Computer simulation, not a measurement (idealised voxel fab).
Module name: voxel trench capacitor (process module)
Shown is cross-section cut, with a width of 245 nm and square cells of size 5 nm.
We lay out every cross-section as a grid of square cells and spell it out in bands from the top down, where one band means one or more rows of cells. Heights first: top, then bottom, in nm. Then materials, left to right, each with a width in nm. "full width" on a single material: fills the band edge to edge. "blank": empty space. For the purposes of this specification, 0 denotes the height below which the wafer in its as-received condition is composed wholly of one material, and the lowermost band, lacking a lower limit, extends downward without end, as expressed in "from 0 down". Graded width ("30 to 40"): value in top row of band = first number; value in bottom row = second number; row-to-row change constant. Step marked "nothing different"? Then no cell in the cross-section changed in it. "Closed internal cavities": empty spaces of 8 cells or more with no open way to the top, each given as width x height at distance, distance from the left edge, all in nm. Past the settings on a step's line: simulator remark, on that step. Among the settings permitted on a step's line is "overlay nm"; applied to a step with a mask, it specifies the extent to which the mask lay to the right of its planned position, whereas a negative figure signifies a position to the left.
plan:
1. op RECEIVE | material Si
2. op CONFORMAL_DEP | material SiN | thk nm 5
3. op DIRECTIONAL_DEP | material aC | thk nm 10
4. op PATTERN | tone open | mask id TRENCH | material resist | width nm 25 | pitch nm 40 | thk nm 25 | overlay nm 0
5. op DIRECTIONAL_ETCH | etch materials aC | depth nm 10
6. op STRIP | etch materials resist
7. op DIRECTIONAL_ETCH | etch materials SiN | depth nm 5
8. op DIRECTIONAL_ETCH | etch materials Si | depth nm 30
9. op STRIP | etch materials aC
10. op CONFORMAL_DEP | material HfO2 | thk nm 5
11. op CONFORMAL_DEP | material TiN | thk nm 5
12. op FILL_DEP | material W | thk nm 5
13. op CMP | height nm 5
Cross-section of the wafer as it came to us, i.e., already through step 1:
> from 0 down = Si full width
> Closed internal cavities: none
The first of the two wafers as seen in cross-section once the module was finished; processing followed the plan:
> from 5 to 0 = SiN 70 | HfO2 5 | TiN 5 | W 5 | TiN 5 | HfO2 5 | SiN 15 | HfO2 5 | TiN 5 | W 5 | TiN 5 | HfO2 5 | SiN 15 | HfO2 5 | TiN 5 | W 5 | TiN 5 | HfO2 5 | SiN 70
> from 0 to -20 = Si 70 | HfO2 5 | TiN 5 | W 5 | TiN 5 | HfO2 5 | Si 15 | HfO2 5 | TiN 5 | W 5 | TiN 5 | HfO2 5 | Si 15 | HfO2 5 | TiN 5 | W 5 | TiN 5 | HfO2 5 | Si 70
> from -20 to -25 = Si 70 | HfO2 5 | TiN 15 | HfO2 5 | Si 15 | HfO2 5 | TiN 15 | HfO2 5 | Si 15 | HfO2 5 | TiN 15 | HfO2 5 | Si 70
> from -25 to -30 = Si 70 | HfO2 25 | Si 15 | HfO2 25 | Si 15 | HfO2 25 | Si 70
> from -30 down = Si full width
> Closed internal cavities: none
Cross-section of the latter of the two wafers at module completion. It had an identical start and an identical plan to the former; in running it, one mistake was made:
> from 5 to 0 = W 60 | TiN 5 | HfO2 5 | SiN 25 | HfO2 5 | TiN 5 | HfO2 5 | SiN 25 | HfO2 5 | TiN 5 | HfO2 5 | SiN 25 | HfO2 5 | TiN 5 | W 60
> from 0 to -20 = W 60 | TiN 5 | HfO2 5 | Si 25 | HfO2 5 | TiN 5 | HfO2 5 | Si 25 | HfO2 5 | TiN 5 | HfO2 5 | Si 25 | HfO2 5 | TiN 5 | W 60
> from -20 to -25 = TiN 65 | HfO2 5 | Si 25 | HfO2 5 | TiN 5 | HfO2 5 | Si 25 | HfO2 5 | TiN 5 | HfO2 5 | Si 25 | HfO2 5 | TiN 65
> from -25 to -30 = HfO2 70 | Si 25 | HfO2 15 | Si 25 | HfO2 15 | Si 25 | HfO2 70
> from -30 down = Si full width
> Closed internal cavities: none
What was the processing mistake? rather than as planned, step 4 actually ran as op PATTERN | tone cover | mask id TRENCH | material resist | width nm 25 | pitch nm 40 | thk nm 25 | overlay nm 0
Materials where the second wafer ends with more or fewer cells than the first: +19 HfO2; -114 Si; -19 SiN; +9 TiN; +105 W
